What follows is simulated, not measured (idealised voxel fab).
Title: Process Module voxel wiring stack
cross-section cut | 240 nm wide | cells 5 nm
Cross-section = grid of square cells, listed top down in bands; band = one or more rows.
Top height, bottom height, nm. Materials left to right, width each, nm. Single material + "throughout" = fills band edge to edge. "air" = empty.
Convention: height 0 is the level below which the wafer, as received, is all one material. The lowest band does not terminate at the bottom but continues downward, represented as "top 0, no bottom".
Graded width ("30..40"): value in top row of band = first number; value in bottom row = second number; row-to-row change constant.
Basically "changes: none" means that step didn't change any cell in the cross-section.
In the "Closed empty spaces" entry, you get each enclosed empty space of 8 cells or more, one with no open way to the top, written width x height at distance, distance from the left edge, in nm.
The remark found on a step's line after its settings is issued by the simulator itself and pertains to that step.
A step line may carry the setting "overlay nm", which, for steps involving a mask, states the distance by which the mask lay to the right of its intended position; negative values denote displacement to the left.
From here on the document is pairs. In a pair, the cross-section before one process step comes with the cross-section after it, and the latter goes no deeper than the lowest band that changed. What lies in between, the step and its settings, is written under the pair. A pair may be from a different run of this module on the same starting wafer than the pair above it, so it continues from that pair only where its entry headed "Before step" says so.
BEFORE STEP
- top 0, no bottom = Si throughout
- Closed empty spaces: none
RESULT OF STEP
- top 15, bottom 0 = SiO2 throughout
- Below 0, the layers are the same as they were.
- Closed empty spaces: none
Link between the two cross-sections above: CONFORMAL_DEP [material SiO2] [thk nm 15]
Before step: it's just the after picture from the pair right above this one.
RESULT OF STEP
- top 20, bottom 15 = SiN throughout
- Below 15, the layers are the same as they were.
- Closed empty spaces: none
Link between the two cross-sections above: CONFORMAL_DEP [material SiN] [thk nm 5]
Before step: it's just the after picture from the pair right above this one.
RESULT OF STEP
- top 35, bottom 20 = SiO2 throughout
- Below 20, the layers are the same as they were.
- Closed empty spaces: none
Link between the two cross-sections above: DIRECTIONAL_DEP [material SiO2] [thk nm 15]
Before step: it's just the after picture from the pair right above this one.
RESULT OF STEP
- top 55, bottom 35 = resist: 80, air: 30, resist: 20, air: 30, resist: 80
- Below 35, the layers are the same as they were.
- Closed empty spaces: none
Link between the two cross-sections above: PATTERN [tone open] [mask id METAL_1] [material resist] [width nm 30] [pitch nm 50] [thk nm 20] [overlay nm 0]
Before step: it's just the after picture from the pair right above this one.
RESULT OF STEP
- top 55, bottom 35 = resist: 80, air: 30, resist: 20, air: 30, resist: 80
- top 35, bottom 20 = SiO2: 80, air: 30, SiO2: 20, air: 30, SiO2: 80
- Below 20, the layers are the same as they were.
- Closed empty spaces: none
Link between the two cross-sections above: DIRECTIONAL_ETCH [etch materials SiO2] [depth nm 15]
Before step: it's just the after picture from the pair right above this one.
RESULT OF STEP
- top 55, bottom 35 = resist: 80, air: 30, resist: 20, air: 30, resist: 80
- top 35, bottom 20 = SiO2: 80, air: 30, SiO2: 20, air: 30, SiO2: 80
- top 20, bottom 15 = SiN: 80, air: 30, SiN: 20, air: 30, SiN: 80
- Below 15, the layers are the same as they were.
- Closed empty spaces: none
Link between the two cross-sections above: DIRECTIONAL_ETCH [etch materials SiN] [depth nm 5]
Before step: it's just the after picture from the pair right above this one.
RESULT OF STEP
- top 35, bottom 20 = SiO2: 80, air: 30, SiO2: 20, air: 30, SiO2: 80
- Below 20, the layers are the same as they were.
- Closed empty spaces: none
Link between the two cross-sections above: STRIP [etch materials resist]
Before step: it's just the after picture from the pair right above this one.
RESULT OF STEP
- top 40, bottom 35 = TiN: 85, air: 20, TiN: 30, air: 20, TiN: 85
- top 35, bottom 20 = SiO2: 80, TiN: 5, air: 20, TiN: 5, SiO2: 20, TiN: 5, air: 20, TiN: 5, SiO2: 80
- top 20, bottom 15 = SiN: 80, TiN: 30, SiN: 20, TiN: 30, SiN: 80
- Below 15, the layers are the same as they were.
- Closed empty spaces: none
Link between the two cross-sections above: CONFORMAL_DEP [material TiN] [thk nm 5]
Before step: it's just the after picture from the pair right above this one.
RESULT OF STEP
- top 50, bottom 40 = Cu throughout
- top 40, bottom 35 = TiN: 85, Cu: 20, TiN: 30, Cu: 20, TiN: 85
- top 35, bottom 20 = SiO2: 80, TiN: 5, Cu: 20, TiN: 5, SiO2: 20, TiN: 5, Cu: 20, TiN: 5, SiO2: 80
- Below 20, the layers are the same as they were.
- Closed empty spaces: none
Link between the two cross-sections above: FILL_DEP [material Cu] [thk nm 10]
Before step: it's just the after picture from the pair right above this one.
RESULT OF STEP
- top 35, bottom 20 = SiO2: 80, TiN: 5, Cu: 20, TiN: 5, SiO2: 20, TiN: 5, Cu: 20, TiN: 5, SiO2: 80
- Below 20, the layers are the same as they were.
- Closed empty spaces: none
Link between the two cross-sections above: CMP [height nm 35]
Before step: it's just the after picture from the pair right above this one.
RESULT OF STEP
- top 40, bottom 35 = air: 75, Ru: 40, air: 10, Ru: 40, air: 75
- Below 35, the layers are the same as they were.
- Closed empty spaces: none
Link between the two cross-sections above: EPI [material Ru] [thk nm 5]
Before step: it's just the after picture from the pair right above this one.
RESULT OF STEP
- top 45, bottom 40 = SiCN throughout
- top 40, bottom 35 = SiCN: 75, Ru: 40, SiCN: 10, Ru: 40, SiCN: 75
- Below 35, the layers are the same as they were.
- Closed empty spaces: none
Link between the two cross-sections above: FILL_DEP [material SiCN] [thk nm 5]
Before step: it's just the after picture from the pair right above this one.
RESULT OF STEP
- top 70, bottom 45 = lowk throughout
- Below 45, the layers are the same as they were.
- Closed empty spaces: none
Link between the two cross-sections above: DIRECTIONAL_DEP [material lowk] [thk nm 25]
Before step: it's just the after picture from the pair right above this one.
RESULT OF STEP
- top 85, bottom 70 = aC throughout
- Below 70, the layers are the same as they were.
- Closed empty spaces: none
Link between the two cross-sections above: DIRECTIONAL_DEP [material aC] [thk nm 15]
Before step: it's just the after picture from the pair right above this one.
RESULT OF STEP
- top 120, bottom 85 = resist: 80, air: 30, resist: 20, air: 30, resist: 80
- Below 85, the layers are the same as they were.
- Closed empty spaces: none
Link between the two cross-sections above: PATTERN [tone open] [mask id METAL_2] [material resist] [width nm 30] [pitch nm 50] [thk nm 35] [overlay nm 0]
Before step: it's just the after picture from the pair right above this one.
RESULT OF STEP
- top 105, bottom 85 = resist: 80, air: 30, resist: 20, air: 30, resist: 80
- top 85, bottom 70 = aC: 80, air: 30, aC: 20, air: 30, aC: 80
- Below 70, the layers are the same as they were.
- Closed empty spaces: none
Link between the two cross-sections above: DIRECTIONAL_ETCH [etch materials aC] [depth nm 15]
Before step: it's just the after picture from the pair right above this one.
RESULT OF STEP
- top 85, bottom 70 = aC: 80, air: 30, aC: 20, air: 30, aC: 80
- Below 70, the layers are the same as they were.
- Closed empty spaces: none
Link between the two cross-sections above: STRIP [etch materials resist]
Before step: it's just the after picture from the pair right above this one.
RESULT OF STEP
- top 85, bottom 70 = aC: 80, air: 30, aC: 20, air: 30, aC: 80
- top 70, bottom 55 = lowk: 80, air: 30, lowk: 20, air: 30, lowk: 80
- Below 55, the layers are the same as they were.
- Closed empty spaces: none
Link between the two cross-sections above: DIRECTIONAL_ETCH [etch materials lowk] [depth nm 15]
Before step: it's just the after picture from the pair right above this one.
RESULT OF STEP
- top 70, bottom 55 = lowk: 80, air: 30, lowk: 20, air: 30, lowk: 80
- Below 55, the layers are the same as they were.
- Closed empty spaces: none
Link between the two cross-sections above: STRIP [etch materials aC]
Before step: it's just the after picture from the pair right above this one.
RESULT OF STEP
- top 85, bottom 70 = resist: 80, air: 15, resist: 145
- top 70, bottom 55 = lowk: 80, air: 15, resist: 15, lowk: 20, resist: 30, lowk: 80
- Below 55, the layers are the same as they were.
- Closed empty spaces: none
Link between the two cross-sections above: PATTERN [tone open] [mask id METAL_2_HOLES] [material resist] [width nm 15] [thk nm 15] [overlay nm 0]
Before step: it's just the after picture from the pair right above this one.
RESULT OF STEP
- top 85, bottom 70 = resist: 80, air: 15, resist: 145
- top 70, bottom 55 = lowk: 80, air: 15, resist: 15, lowk: 20, resist: 30, lowk: 80
- top 55, bottom 45 = lowk: 80, air: 15, lowk: 145
- Below 45, the layers are the same as they were.
- Closed empty spaces: none
Link between the two cross-sections above: DIRECTIONAL_ETCH [etch materials lowk] [depth nm 10]
Before step: it's just the after picture from the pair right above this one.
RESULT OF STEP
- top 85, bottom 70 = resist: 80, air: 15, resist: 145
- top 70, bottom 55 = lowk: 80, air: 15, resist: 15, lowk: 20, resist: 30, lowk: 80
- top 55, bottom 45 = lowk: 80, air: 15, lowk: 145
- top 45, bottom 40 = SiCN: 80, air: 15, SiCN: 145
- Below 40, the layers are the same as they were.
- Closed empty spaces: none
Link between the two cross-sections above: DIRECTIONAL_ETCH [etch materials SiCN] [depth nm 5]
Before step: it's just the after picture from the pair right above this one.
RESULT OF STEP
- top 70, bottom 55 = lowk: 80, air: 30, lowk: 20, air: 30, lowk: 80
- Below 55, the layers are the same as they were.
- Closed empty spaces: none
Link between the two cross-sections above: STRIP [etch materials resist]
Before step: it's just the after picture from the pair right above this one.
RESULT OF STEP
- top 75, bottom 70 = TiN: 85, air: 20, TiN: 30, air: 20, TiN: 85
- top 70, bottom 60 = lowk: 80, TiN: 5, air: 20, TiN: 5, lowk: 20, TiN: 5, air: 20, TiN: 5, lowk: 80
- top 60, bottom 55 = lowk: 80, TiN: 5, air: 5, TiN: 20, lowk: 20, TiN: 30, lowk: 80
- top 55, bottom 45 = lowk: 80, TiN: 5, air: 5, TiN: 5, lowk: 145
- top 45, bottom 40 = SiCN: 80, TiN: 15, SiCN: 145
- Below 40, the layers are the same as they were.
- Closed empty spaces: none
Link between the two cross-sections above: CONFORMAL_DEP [material TiN] [thk nm 5]
Before step: it's just the after picture from the pair right above this one.
RESULT OF STEP
- top 85, bottom 75 = Ru throughout
- top 75, bottom 70 = TiN: 85, Ru: 20, TiN: 30, Ru: 20, TiN: 85
- top 70, bottom 60 = lowk: 80, TiN: 5, Ru: 20, TiN: 5, lowk: 20, TiN: 5, Ru: 20, TiN: 5, lowk: 80
- top 60, bottom 55 = lowk: 80, TiN: 5, Ru: 5, TiN: 20, lowk: 20, TiN: 30, lowk: 80
- top 55, bottom 45 = lowk: 80, TiN: 5, Ru: 5, TiN: 5, lowk: 145
- Below 45, the layers are the same as they were.
- Closed empty spaces: none
Link between the two cross-sections above: FILL_DEP [material Ru] [thk nm 10]
Before step: it's just the after picture from the pair right above this one.
RESULT OF STEP
- top 70, bottom 60 = lowk: 80, TiN: 5, Ru: 20, TiN: 5, lowk: 20, TiN: 5, Ru: 20, TiN: 5, lowk: 80
- Below 60, the layers are the same as they were.
- Closed empty spaces: none
Link between the two cross-sections above: CMP [height nm 70]
Before step: it's just the after picture from the pair right above this one.
RESULT OF STEP
- top 75, bottom 70 = SiN throughout
- Below 70, the layers are the same as they were.
- Closed empty spaces: none
Link between the two cross-sections above: CONFORMAL_DEP [material SiN] [thk nm 5]
BEFORE STEP
- top 0, no bottom = Si throughout
- Closed empty spaces: none
RESULT OF STEP
- top 5, bottom 0 = SiN throughout
- Below 0, the layers are the same as they were.
- Closed empty spaces: none
Link between the two cross-sections above: CONFORMAL_DEP [material SiN] [thk nm 5]
Before step: it's just the after picture from the pair right above this one.
RESULT OF STEP
- top 20, bottom 5 = SiO2 throughout
- Below 5, the layers are the same as they were.
- Closed empty spaces: none
Link between the two cross-sections above: DIRECTIONAL_DEP [material SiO2] [thk nm 15]
Before step: it's just the after picture from the pair right above this one.
RESULT OF STEP
- top 40, bottom 20 = resist: 80, air: 30, resist: 20, air: 30, resist: 80
- Below 20, the layers are the same as they were.
- Closed empty spaces: none
Link between the two cross-sections above: PATTERN [tone open] [mask id METAL_1] [material resist] [width nm 30] [pitch nm 50] [thk nm 20] [overlay nm 0]
Before step: it's just the after picture from the pair right above this one.
RESULT OF STEP
- top 40, bottom 20 = resist: 80, air: 30, resist: 20, air: 30, resist: 80
- top 20, bottom 5 = SiO2: 80, air: 30, SiO2: 20, air: 30, SiO2: 80
- Below 5, the layers are the same as they were.
- Closed empty spaces: none
Link between the two cross-sections above: DIRECTIONAL_ETCH [etch materials SiO2] [depth nm 15]
Before step: it's just the after picture from the pair right above this one.
RESULT OF STEP
- top 40, bottom 20 = resist: 80, air: 30, resist: 20, air: 30, resist: 80
- top 20, bottom 5 = SiO2: 80, air: 30, SiO2: 20, air: 30, SiO2: 80
- top 5, bottom 0 = SiN: 80, air: 30, SiN: 20, air: 30, SiN: 80
- Below 0, the layers are the same as they were.
- Closed empty spaces: none
Link between the two cross-sections above: DIRECTIONAL_ETCH [etch materials SiN] [depth nm 5]
Before step: it's just the after picture from the pair right above this one.
RESULT OF STEP
- top 20, bottom 5 = SiO2: 80, air: 30, SiO2: 20, air: 30, SiO2: 80
- Below 5, the layers are the same as they were.
- Closed empty spaces: none
Link between the two cross-sections above: STRIP [etch materials resist]
Before step: it's just the after picture from the pair right above this one.
RESULT OF STEP
- top 25, bottom 20 = TiN: 85, air: 20, TiN: 30, air: 20, TiN: 85
- top 20, bottom 5 = SiO2: 80, TiN: 5, air: 20, TiN: 5, SiO2: 20, TiN: 5, air: 20, TiN: 5, SiO2: 80
- top 5, bottom 0 = SiN: 80, TiN: 30, SiN: 20, TiN: 30, SiN: 80
- Below 0, the layers are the same as they were.
- Closed empty spaces: none
Link between the two cross-sections above: CONFORMAL_DEP [material TiN] [thk nm 5]
Before step: it's just the after picture from the pair right above this one.
RESULT OF STEP
- top 35, bottom 25 = Cu throughout
- top 25, bottom 20 = TiN: 85, Cu: 20, TiN: 30, Cu: 20, TiN: 85
- top 20, bottom 5 = SiO2: 80, TiN: 5, Cu: 20, TiN: 5, SiO2: 20, TiN: 5, Cu: 20, TiN: 5, SiO2: 80
- Below 5, the layers are the same as they were.
- Closed empty spaces: none
Link between the two cross-sections above: FILL_DEP [material Cu] [thk nm 10]
Before step: it's just the after picture from the pair right above this one.
RESULT OF STEP
- top 40, bottom 35 = Ru throughout
- Below 35, the layers are the same as they were.
- Closed empty spaces: none
Link between the two cross-sections above: EPI [material Ru] [thk nm 5]
Before step: it's just the after picture from the pair right above this one.
RESULT OF STEP
- top 45, bottom 40 = SiCN throughout
- Below 40, the layers are the same as they were.
- Closed empty spaces: none
Link between the two cross-sections above: FILL_DEP [material SiCN] [thk nm 5]
Before step: it's just the after picture from the pair right above this one.
RESULT OF STEP
- top 70, bottom 45 = lowk throughout
- Below 45, the layers are the same as they were.
- Closed empty spaces: none
Link between the two cross-sections above: DIRECTIONAL_DEP [material lowk] [thk nm 25]
Before step: it's just the after picture from the pair right above this one.
RESULT OF STEP
- top 85, bottom 70 = aC throughout
- Below 70, the layers are the same as they were.
- Closed empty spaces: none
Link between the two cross-sections above: DIRECTIONAL_DEP [material aC] [thk nm 15]
Before step: it's just the after picture from the pair right above this one.
RESULT OF STEP
- top 120, bottom 85 = resist: 80, air: 30, resist: 20, air: 30, resist: 80
- Below 85, the layers are the same as they were.
- Closed empty spaces: none
Link between the two cross-sections above: PATTERN [tone open] [mask id METAL_2] [material resist] [width nm 30] [pitch nm 50] [thk nm 35] [overlay nm 0]
Before step: it's just the after picture from the pair right above this one.
RESULT OF STEP
- top 105, bottom 85 = resist: 80, air: 30, resist: 20, air: 30, resist: 80
- top 85, bottom 70 = aC: 80, air: 30, aC: 20, air: 30, aC: 80
- Below 70, the layers are the same as they were.
- Closed empty spaces: none
Link between the two cross-sections above: DIRECTIONAL_ETCH [etch materials aC] [depth nm 15]
Before step: it's just the after picture from the pair right above this one.
RESULT OF STEP
- top 85, bottom 70 = aC: 80, air: 30, aC: 20, air: 30, aC: 80
- Below 70, the layers are the same as they were.
- Closed empty spaces: none
Link between the two cross-sections above: STRIP [etch materials resist]
Before step: it's just the after picture from the pair right above this one.
RESULT OF STEP
- top 85, bottom 70 = aC: 80, air: 30, aC: 20, air: 30, aC: 80
- top 70, bottom 55 = lowk: 80, air: 30, lowk: 20, air: 30, lowk: 80
- Below 55, the layers are the same as they were.
- Closed empty spaces: none
Link between the two cross-sections above: DIRECTIONAL_ETCH [etch materials lowk] [depth nm 15]
Before step: it's just the after picture from the pair right above this one.
RESULT OF STEP
- top 70, bottom 55 = lowk: 80, air: 30, lowk: 20, air: 30, lowk: 80
- Below 55, the layers are the same as they were.
- Closed empty spaces: none
Link between the two cross-sections above: STRIP [etch materials aC]
Before step: it's just the after picture from the pair right above this one.
RESULT OF STEP
- top 85, bottom 70 = resist: 80, air: 15, resist: 145
- top 70, bottom 55 = lowk: 80, air: 15, resist: 15, lowk: 20, resist: 30, lowk: 80
- Below 55, the layers are the same as they were.
- Closed empty spaces: none
Link between the two cross-sections above: PATTERN [tone open] [mask id METAL_2_HOLES] [material resist] [width nm 15] [thk nm 15] [overlay nm 0]
Before step: it's just the after picture from the pair right above this one.
RESULT OF STEP
- top 85, bottom 70 = resist: 80, air: 15, resist: 145
- top 70, bottom 55 = lowk: 80, air: 15, resist: 15, lowk: 20, resist: 30, lowk: 80
- top 55, bottom 45 = lowk: 80, air: 15, lowk: 145
- Below 45, the layers are the same as they were.
- Closed empty spaces: none
Link between the two cross-sections above: DIRECTIONAL_ETCH [etch materials lowk] [depth nm 10]
Before step: it's just the after picture from the pair right above this one.
RESULT OF STEP
- top 85, bottom 70 = resist: 80, air: 15, resist: 145
- top 70, bottom 55 = lowk: 80, air: 15, resist: 15, lowk: 20, resist: 30, lowk: 80
- top 55, bottom 45 = lowk: 80, air: 15, lowk: 145
- top 45, bottom 40 = SiCN: 80, air: 15, SiCN: 145
- Below 40, the layers are the same as they were.
- Closed empty spaces: none
Link between the two cross-sections above: DIRECTIONAL_ETCH [etch materials SiCN] [depth nm 5]
Before step: it's just the after picture from the pair right above this one.
RESULT OF STEP
- top 70, bottom 55 = lowk: 80, air: 30, lowk: 20, air: 30, lowk: 80
- Below 55, the layers are the same as they were.
- Closed empty spaces: none
Link between the two cross-sections above: STRIP [etch materials resist]
Before step: it's just the after picture from the pair right above this one.
RESULT OF STEP
- top 75, bottom 70 = TiN: 85, air: 20, TiN: 30, air: 20, TiN: 85
- top 70, bottom 60 = lowk: 80, TiN: 5, air: 20, TiN: 5, lowk: 20, TiN: 5, air: 20, TiN: 5, lowk: 80
- top 60, bottom 55 = lowk: 80, TiN: 5, air: 5, TiN: 20, lowk: 20, TiN: 30, lowk: 80
- top 55, bottom 45 = lowk: 80, TiN: 5, air: 5, TiN: 5, lowk: 145
- top 45, bottom 40 = SiCN: 80, TiN: 15, SiCN: 145
- Below 40, the layers are the same as they were.
- Closed empty spaces: none
Link between the two cross-sections above: CONFORMAL_DEP [material TiN] [thk nm 5]
Before step: it's just the after picture from the pair right above this one.
RESULT OF STEP
- top 85, bottom 75 = Ru throughout
- top 75, bottom 70 = TiN: 85, Ru: 20, TiN: 30, Ru: 20, TiN: 85
- top 70, bottom 60 = lowk: 80, TiN: 5, Ru: 20, TiN: 5, lowk: 20, TiN: 5, Ru: 20, TiN: 5, lowk: 80
- top 60, bottom 55 = lowk: 80, TiN: 5, Ru: 5, TiN: 20, lowk: 20, TiN: 30, lowk: 80
- top 55, bottom 45 = lowk: 80, TiN: 5, Ru: 5, TiN: 5, lowk: 145
- Below 45, the layers are the same as they were.
- Closed empty spaces: none
Link between the two cross-sections above: FILL_DEP [material Ru] [thk nm 10]
Before step: it's just the after picture from the pair right above this one.
RESULT OF STEP
- top 70, bottom 60 = lowk: 80, TiN: 5, Ru: 20, TiN: 5, lowk: 20, TiN: 5, Ru: 20, TiN: 5, lowk: 80
- Below 60, the layers are the same as they were.
- Closed empty spaces: none
Link between the two cross-sections above: CMP [height nm 70]
Before step: it's just the after picture from the pair right above this one.
RESULT OF STEP
- top 75, bottom 70 = SiN throughout
- Below 70, the layers are the same as they were.
- Closed empty spaces: none
Link between the two cross-sections above: CONFORMAL_DEP [material SiN] [thk nm 5]
BEFORE STEP
- top 45, bottom 40 = SiCN throughout
- top 40, bottom 35 = SiCN: 75, Ru: 40, SiCN: 10, Ru: 40, SiCN: 75
- top 35, bottom 20 = SiO2: 80, TiN: 5, Cu: 20, TiN: 5, SiO2: 20, TiN: 5, Cu: 20, TiN: 5, SiO2: 80
- top 20, bottom 15 = SiN: 80, TiN: 30, SiN: 20, TiN: 30, SiN: 80
- top 15, bottom 0 = SiO2 throughout
- top 0, no bottom = Si throughout
- Closed empty spaces: none
RESULT OF STEP
- top 60, bottom 45 = aC throughout
- Below 45, the layers are the same as they were.
- Closed empty spaces: none
Link between the two cross-sections above: DIRECTIONAL_DEP [material aC] [thk nm 15]
Before step: it's just the after picture from the pair right above this one.
RESULT OF STEP
- top 85, bottom 60 = lowk throughout
- Below 60, the layers are the same as they were.
- Closed empty spaces: none
Link between the two cross-sections above: DIRECTIONAL_DEP [material lowk] [thk nm 25]
Before step: it's just the after picture from the pair right above this one.
RESULT OF STEP
- top 120, bottom 85 = resist: 80, air: 30, resist: 20, air: 30, resist: 80
- Below 85, the layers are the same as they were.
- Closed empty spaces: none
Link between the two cross-sections above: PATTERN [tone open] [mask id METAL_2] [material resist] [width nm 30] [pitch nm 50] [thk nm 35] [overlay nm 0]
Before step: it's just the after picture from the pair right above this one.
RESULT OF STEP
- top 105, bottom 85 = resist: 80, air: 30, resist: 20, air: 30, resist: 80
- Below 85, the layers are the same as they were.
- Closed empty spaces: none
Link between the two cross-sections above: DIRECTIONAL_ETCH [etch materials aC] [depth nm 15]
Before step: it's just the after picture from the pair right above this one.
RESULT OF STEP
- top 85, bottom 60 = lowk throughout
- Below 60, the layers are the same as they were.
- Closed empty spaces: none
Link between the two cross-sections above: STRIP [etch materials resist]
Before step: it's just the after picture from the pair right above this one.
RESULT OF STEP
- top 70, bottom 60 = lowk throughout
- Below 60, the layers are the same as they were.
- Closed empty spaces: none
Link between the two cross-sections above: DIRECTIONAL_ETCH [etch materials lowk] [depth nm 15]
Before step: it's just the after picture from the pair right above this one.
RESULT OF STEP
- top 85, bottom 70 = resist: 80, air: 15, resist: 145
- Below 70, the layers are the same as they were.
- Closed empty spaces: none
Link between the two cross-sections above: PATTERN [tone open] [mask id METAL_2_HOLES] [material resist] [width nm 15] [thk nm 15] [overlay nm 0]
Before step: it's just the after picture from the pair right above this one.
RESULT OF STEP
- top 85, bottom 70 = resist: 80, air: 15, resist: 145
- top 70, bottom 60 = lowk: 80, air: 15, lowk: 145
- Below 60, the layers are the same as they were.
- Closed empty spaces: none
Link between the two cross-sections above: DIRECTIONAL_ETCH [etch materials lowk] [depth nm 10]
Before step: it's just the after picture from the pair right above this one.
RESULT OF STEP
- top 70, bottom 60 = lowk: 80, air: 15, lowk: 145
- Below 60, the layers are the same as they were.
- Closed empty spaces: none
Link between the two cross-sections above: STRIP [etch materials resist]
Before step: it's just the after picture from the pair right above this one.
RESULT OF STEP
- top 75, bottom 70 = TiN: 85, air: 5, TiN: 150
- top 70, bottom 65 = lowk: 80, TiN: 5, air: 5, TiN: 5, lowk: 145
- top 65, bottom 60 = lowk: 80, TiN: 15, lowk: 145
- Below 60, the layers are the same as they were.
- Closed empty spaces: none
Link between the two cross-sections above: CONFORMAL_DEP [material TiN] [thk nm 5]
Before step: it's just the after picture from the pair right above this one.
RESULT OF STEP
- top 85, bottom 75 = Ru throughout
- top 75, bottom 70 = TiN: 85, Ru: 5, TiN: 150
- top 70, bottom 65 = lowk: 80, TiN: 5, Ru: 5, TiN: 5, lowk: 145
- Below 65, the layers are the same as they were.
- Closed empty spaces: none
Link between the two cross-sections above: FILL_DEP [material Ru] [thk nm 10]
Before step: it's just the after picture from the pair right above this one.
RESULT OF STEP
- top 70, bottom 65 = lowk: 80, TiN: 5, Ru: 5, TiN: 5, lowk: 145
- Below 65, the layers are the same as they were.
- Closed empty spaces: none
Link between the two cross-sections above: CMP [height nm 70]
Before step: it's just the after picture from the pair right above this one.
RESULT OF STEP
- top 75, bottom 70 = SiN throughout
- Below 70, the layers are the same as they were.
- Closed empty spaces: none
Link between the two cross-sections above: CONFORMAL_DEP [material SiN] [thk nm 5]
BEFORE STEP
- top 20, bottom 15 = SiN throughout
- top 15, bottom 0 = SiO2 throughout
- top 0, no bottom = Si throughout
- Closed empty spaces: none
RESULT OF STEP
- top 25, bottom 20 = SiO2 throughout
- Below 20, the layers are the same as they were.
- Closed empty spaces: none
Link between the two cross-sections above: DIRECTIONAL_DEP [material SiO2] [thk nm 5]
Before step: it's just the after picture from the pair right above this one.
RESULT OF STEP
- top 45, bottom 25 = resist: 80, air: 30, resist: 20, air: 30, resist: 80
- Below 25, the layers are the same as they were.
- Closed empty spaces: none
Link between the two cross-sections above: PATTERN [tone open] [mask id METAL_1] [material resist] [width nm 30] [pitch nm 50] [thk nm 20] [overlay nm 0]
Before step: it's just the after picture from the pair right above this one.
RESULT OF STEP
- top 45, bottom 25 = resist: 80, air: 30, resist: 20, air: 30, resist: 80
- top 25, bottom 20 = SiO2: 80, air: 30, SiO2: 20, air: 30, SiO2: 80
- Below 20, the layers are the same as they were.
- Closed empty spaces: none
Link between the two cross-sections above: DIRECTIONAL_ETCH [etch materials SiO2] [depth nm 15]
Before step: it's just the after picture from the pair right above this one.
RESULT OF STEP
- top 45, bottom 25 = resist: 80, air: 30, resist: 20, air: 30, resist: 80
- top 25, bottom 20 = SiO2: 80, air: 30, SiO2: 20, air: 30, SiO2: 80
- top 20, bottom 15 = SiN: 80, air: 30, SiN: 20, air: 30, SiN: 80
- Below 15, the layers are the same as they were.
- Closed empty spaces: none
Link between the two cross-sections above: DIRECTIONAL_ETCH [etch materials SiN] [depth nm 5]
Before step: it's just the after picture from the pair right above this one.
RESULT OF STEP
- top 25, bottom 20 = SiO2: 80, air: 30, SiO2: 20, air: 30, SiO2: 80
- Below 20, the layers are the same as they were.
- Closed empty spaces: none
Link between the two cross-sections above: STRIP [etch materials resist]
Before step: it's just the after picture from the pair right above this one.
RESULT OF STEP
- top 30, bottom 25 = TiN: 85, air: 20, TiN: 30, air: 20, TiN: 85
- top 25, bottom 20 = SiO2: 80, TiN: 5, air: 20, TiN: 5, SiO2: 20, TiN: 5, air: 20, TiN: 5, SiO2: 80
- top 20, bottom 15 = SiN: 80, TiN: 30, SiN: 20, TiN: 30, SiN: 80
- Below 15, the layers are the same as they were.
- Closed empty spaces: none
Link between the two cross-sections above: CONFORMAL_DEP [material TiN] [thk nm 5]
Before step: it's just the after picture from the pair right above this one.
RESULT OF STEP
- top 40, bottom 30 = Cu throughout
- top 30, bottom 25 = TiN: 85, Cu: 20, TiN: 30, Cu: 20, TiN: 85
- top 25, bottom 20 = SiO2: 80, TiN: 5, Cu: 20, TiN: 5, SiO2: 20, TiN: 5, Cu: 20, TiN: 5, SiO2: 80
- Below 20, the layers are the same as they were.
- Closed empty spaces: none
Link between the two cross-sections above: FILL_DEP [material Cu] [thk nm 10]
Before step: it's just the after picture from the pair right above this one.
RESULT OF STEP
- top 35, bottom 30 = Cu throughout
- Below 30, the layers are the same as they were.
- Closed empty spaces: none
Link between the two cross-sections above: CMP [height nm 35]
Before step: it's just the after picture from the pair right above this one.
RESULT OF STEP
- top 40, bottom 35 = Ru throughout
- Below 35, the layers are the same as they were.
- Closed empty spaces: none
Link between the two cross-sections above: EPI [material Ru] [thk nm 5]
Before step: it's just the after picture from the pair right above this one.
RESULT OF STEP
- top 45, bottom 40 = SiCN throughout
- Below 40, the layers are the same as they were.
- Closed empty spaces: none
Link between the two cross-sections above: FILL_DEP [material SiCN] [thk nm 5]
Before step: it's just the after picture from the pair right above this one.
RESULT OF STEP
- top 70, bottom 45 = lowk throughout
- Below 45, the layers are the same as they were.
- Closed empty spaces: none
Link between the two cross-sections above: DIRECTIONAL_DEP [material lowk] [thk nm 25]
Before step: it's just the after picture from the pair right above this one.
RESULT OF STEP
- top 85, bottom 70 = aC throughout
- Below 70, the layers are the same as they were.
- Closed empty spaces: none
Link between the two cross-sections above: DIRECTIONAL_DEP [material aC] [thk nm 15]
Before step: it's just the after picture from the pair right above this one.
RESULT OF STEP
- top 120, bottom 85 = resist: 80, air: 30, resist: 20, air: 30, resist: 80
- Below 85, the layers are the same as they were.
- Closed empty spaces: none
Link between the two cross-sections above: PATTERN [tone open] [mask id METAL_2] [material resist] [width nm 30] [pitch nm 50] [thk nm 35] [overlay nm 0]
Before step: it's just the after picture from the pair right above this one.
RESULT OF STEP
- top 105, bottom 85 = resist: 80, air: 30, resist: 20, air: 30, resist: 80
- top 85, bottom 70 = aC: 80, air: 30, aC: 20, air: 30, aC: 80
- Below 70, the layers are the same as they were.
- Closed empty spaces: none
Link between the two cross-sections above: DIRECTIONAL_ETCH [etch materials aC] [depth nm 15]
Before step: it's just the after picture from the pair right above this one.
RESULT OF STEP
- top 85, bottom 70 = aC: 80, air: 30, aC: 20, air: 30, aC: 80
- Below 70, the layers are the same as they were.
- Closed empty spaces: none
Link between the two cross-sections above: STRIP [etch materials resist]
Before step: it's just the after picture from the pair right above this one.
RESULT OF STEP
- top 85, bottom 70 = aC: 80, air: 30, aC: 20, air: 30, aC: 80
- top 70, bottom 55 = lowk: 80, air: 30, lowk: 20, air: 30, lowk: 80
- Below 55, the layers are the same as they were.
- Closed empty spaces: none
Link between the two cross-sections above: DIRECTIONAL_ETCH [etch materials lowk] [depth nm 15]
Before step: it's just the after picture from the pair right above this one.
RESULT OF STEP
- top 70, bottom 55 = lowk: 80, air: 30, lowk: 20, air: 30, lowk: 80
- Below 55, the layers are the same as they were.
- Closed empty spaces: none
Link between the two cross-sections above: STRIP [etch materials aC]
Before step: it's just the after picture from the pair right above this one.
RESULT OF STEP
- top 85, bottom 70 = resist: 80, air: 15, resist: 145
- top 70, bottom 55 = lowk: 80, air: 15, resist: 15, lowk: 20, resist: 30, lowk: 80
- Below 55, the layers are the same as they were.
- Closed empty spaces: none
Link between the two cross-sections above: PATTERN [tone open] [mask id METAL_2_HOLES] [material resist] [width nm 15] [thk nm 15] [overlay nm 0]
Before step: it's just the after picture from the pair right above this one.
RESULT OF STEP
- top 85, bottom 70 = resist: 80, air: 15, resist: 145
- top 70, bottom 55 = lowk: 80, air: 15, resist: 15, lowk: 20, resist: 30, lowk: 80
- top 55, bottom 45 = lowk: 80, air: 15, lowk: 145
- Below 45, the layers are the same as they were.
- Closed empty spaces: none
Link between the two cross-sections above: DIRECTIONAL_ETCH [etch materials lowk] [depth nm 10]
